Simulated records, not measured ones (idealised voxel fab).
Name of the process module below: voxel air gaps
It is cross-section cut that appears here, measuring 175 nm in width, its square cells being 5 nm in size.
Cross-section spec: square-cell grid; bands listed top down; each band is one or more rows. Heights first: top, then bottom, in nm. Then materials, left to right, each with a width in nm. "full width" on a single material: fills the band edge to edge. "empty": empty space. Heights from 0 (as-received wafer is one material below). Bottom band endless downward, as "0 -> down". Quick explanation for "30->40": the width changes in equal steps down the rows of cells, from the first number in the band's top row to the second number in its bottom row. Step note "nothing altered" = no cross-section cell changed. Closed empty spaces (no open way to the top) of 8 cells or more are what "Tabulated closed voids" lists, each as width x height at distance from the left edge, nm for all three. That trailing text on a step's line, after the settings, is the simulator's own remark on the step. overlay nm: where the mask lay relative to plan, measured to the right, on steps with a mask; negatives go left.

[Planned process steps]
step 1: op RECEIVE | material Si
step 2: op CONFORMAL_DEP | material SiO2 | thk nm 15
step 3: op CONFORMAL_DEP | material SiCN | thk nm 5
step 4: op DIRECTIONAL_DEP | material SiO2 | thk nm 30
step 5: op DIRECTIONAL_DEP | material aC | thk nm 15
step 6: op PATTERN | tone open | mask id LINES | material resist | width nm 25 | pitch nm 50 | thk nm 35 | overlay nm 0
step 7: op DIRECTIONAL_ETCH | etch materials aC | depth nm 15
step 8: op STRIP | etch materials resist
step 9: op DIRECTIONAL_ETCH | etch materials SiO2 | depth nm 30
step 10: op STRIP | etch materials aC
step 11: op CONFORMAL_DEP | material TiN | thk nm 5
step 12: op FILL_DEP | material Cu | thk nm 10
step 13: op CMP | height nm 50
step 14: op EPI | material Ru | thk nm 10
step 15: op SELECTIVE_ETCH | etch materials SiO2 | depth nm 40
step 16: op CONFORMAL_DEP | material SiCN | thk nm 5

[Wafer as received: cross-section following step 1]
  0 -> down = Si full width
  Tabulated closed voids: none

[Here's the cross-section of the first of our two wafers at the end of the module - it ran as planned]
  65 -> 60 = 10 empty, then 155 SiCN, then 10 empty
  60 -> 50 = 10 empty, then 5 SiCN, then 45 Ru, then 5 SiCN, then 45 Ru, then 5 SiCN, then 45 Ru, then 5 SiCN, then 10 empty
  50 -> 45 = 10 empty, then 15 SiCN, then 5 TiN, then 15 Cu, then 5 TiN, then 25 SiCN, then 5 TiN, then 15 Cu, then 5 TiN, then 25 SiCN, then 5 TiN, then 15 Cu, then 5 TiN, then 15 SiCN, then 10 empty
  45 -> 25 = 20 empty, then 5 SiCN, then 5 TiN, then 15 Cu, then 5 TiN, then 5 SiCN, then 15 empty, then 5 SiCN, then 5 TiN, then 15 Cu, then 5 TiN, then 5 SiCN, then 15 empty, then 5 SiCN, then 5 TiN, then 15 Cu, then 5 TiN, then 5 SiCN, then 20 empty
  25 -> 20 = 25 SiCN, then 25 TiN, then 25 SiCN, then 25 TiN, then 25 SiCN, then 25 TiN, then 25 SiCN
  20 -> 15 = SiCN full width
  15 -> 0 = SiO2 full width
  0 -> down = Si full width
  Tabulated closed voids: 15 x 20 at 55; 15 x 20 at 105

[This is the second of the two wafers, cross-sectioned at the end of the module; it started exactly like the first and was given the same plan, but it was run with one mistake]
  65 -> 60 = 10 empty, then 155 SiCN, then 10 empty
  60 -> 50 = 10 empty, then 5 SiCN, then 45 Ru, then 5 SiCN, then 45 Ru, then 5 SiCN, then 45 Ru, then 5 SiCN, then 10 empty
  50 -> 45 = 10 empty, then 15 SiCN, then 5 TiN, then 15 Cu, then 5 TiN, then 25 SiCN, then 5 TiN, then 15 Cu, then 5 TiN, then 25 SiCN, then 5 TiN, then 15 Cu, then 5 TiN, then 15 SiCN, then 10 empty
  45 -> 40 = 20 empty, then 5 SiCN, then 5 TiN, then 15 Cu, then 5 TiN, then 5 SiCN, then 15 empty, then 5 SiCN, then 5 TiN, then 15 Cu, then 5 TiN, then 5 SiCN, then 15 empty, then 5 SiCN, then 5 TiN, then 15 Cu, then 5 TiN, then 5 SiCN, then 20 empty
  40 -> 35 = 25 SiCN, then 25 TiN, then 25 SiCN, then 25 TiN, then 25 SiCN, then 25 TiN, then 25 SiCN
  35 -> 30 = SiCN full width
  30 -> 0 = SiO2 full width
  0 -> down = Si full width
  Tabulated closed voids: none
Heads up, the wafer didn't run the way we planned it: yeah, plan step 2 got run twice
at the end the second wafer has, in cells: 27 fewer of Cu; 18 fewer of SiCN; 105 more of SiO2; 18 fewer of TiN
Long story short, the first wafer ends with 2 closed voids and the second one with 0.
